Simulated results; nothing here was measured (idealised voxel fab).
process module | voxel self aligned contacts
cross-section cut | 195 nm wide | cells 5 nm
A cross-section is a grid of square cells, given in bands from the top down. A band is one or more rows of cells.
Each band's line starts with the height of the band's top and of its bottom, in nm. Then come its materials from left to right, each with its width in nm. One material with "throughout" fills the band from edge to edge. "air" is empty space.
Height 0 is the level under which the wafer as received is all one material. The lowest band goes on downwards, as in "0 down".
A width such as "30 to 40" changes by the same amount from each row of cells to the next, from the band's top row to its bottom row.
"no change" after a step means that no cell of the cross-section changed.
closed voids: empty space of 8 cells or more with no open way to the top, each as width x height at its distance from the left edge, in nm
after a step's settings: what the simulator itself notes on the step
overlay nm, on a step with a mask: how far to the right of its planned place the mask lay; to the left if negative
plan
1 op RECEIVE | material Si
2 op OXIDIZE | depth nm 5
3 op DIRECTIONAL_DEP | material polySi | thk nm 20
4 op DIRECTIONAL_DEP | material SiN | thk nm 25
5 op MASKED_ETCH | tone cover | mask id GATE | width nm 30 | pitch nm 70 | etch materials SiN | depth nm 25 | overlay nm 0
6 op MASKED_ETCH | tone cover | mask id GATE | width nm 30 | pitch nm 70 | etch materials polySi | depth nm 20 | overlay nm 0
7 op CONFORMAL_DEP | material SiN | thk nm 10
8 op DIRECTIONAL_ETCH | etch materials SiN | depth nm 10
9 op FILL_DEP | material SiO2 | thk nm 15
10 op CMP | height nm 50
11 op DIRECTIONAL_DEP | material aC | thk nm 15
12 op PATTERN | tone open | mask id CONTACT | material resist | width nm 50 | thk nm 35 | overlay nm 0
13 op DIRECTIONAL_ETCH | etch materials aC | depth nm 15
14 op STRIP | etch materials resist
15 op DIRECTIONAL_ETCH | etch materials SiO2 | depth nm 55
16 op STRIP | etch materials aC
17 op CONFORMAL_DEP | material TiN | thk nm 5
18 op FILL_DEP | material Ru | thk nm 10
19 op CMP | height nm 50
20 op CONFORMAL_DEP | material SiCN | thk nm 5
as received, after step 1
  0 down: Si throughout
  closed voids: none
first wafer at the end, as planned
  55 to 50: SiCN throughout
  50 to 45: SiO2 70 | TiN 20 | Ru 10 | TiN 20 | SiO2 75
  45 to 20: SiO2 35 | SiN 50 | TiN 5 | Ru 10 | TiN 5 | SiN 50 | SiO2 40
  20 to 0: SiO2 35 | SiN 10 | polySi 30 | SiN 10 | TiN 5 | Ru 10 | TiN 5 | SiN 10 | polySi 30 | SiN 10 | SiO2 40
  0 to -5: SiO2 85 | TiN 20 | SiO2 90
  -5 down: Si throughout
  closed voids: none
second wafer at the end: like start, like plan, one mistake
  55 to 50: SiCN throughout
  50 to 45: SiO2 70 | TiN 20 | Ru 10 | TiN 20 | SiO2 75
  45 to 20: SiO2 35 | SiN 50 | TiN 5 | Ru 10 | TiN 5 | SiN 50 | SiO2 40
  20 to 15: SiO2 35 | SiN 10 | polySi 30 | SiN 10 | TiN 5 | Ru 10 | TiN 5 | SiN 10 | polySi 30 | SiN 10 | SiO2 40
  15 to 10: SiO2 35 | SiN 10 | polySi 30 | SiN 10 | TiN 20 | SiN 10 | polySi 30 | SiN 10 | SiO2 40
  10 to 0: SiN 45 | polySi 30 | SiN 40 | polySi 30 | SiN 50
  0 to -5: SiO2 throughout
  -5 down: Si throughout
  closed voids: none
what went wrong: steps 7 and 8 were swapped
at the end the second wafer has, in cells: 6 fewer of Ru | 38 more of SiN | 26 fewer of SiO2 | 6 fewer of TiN
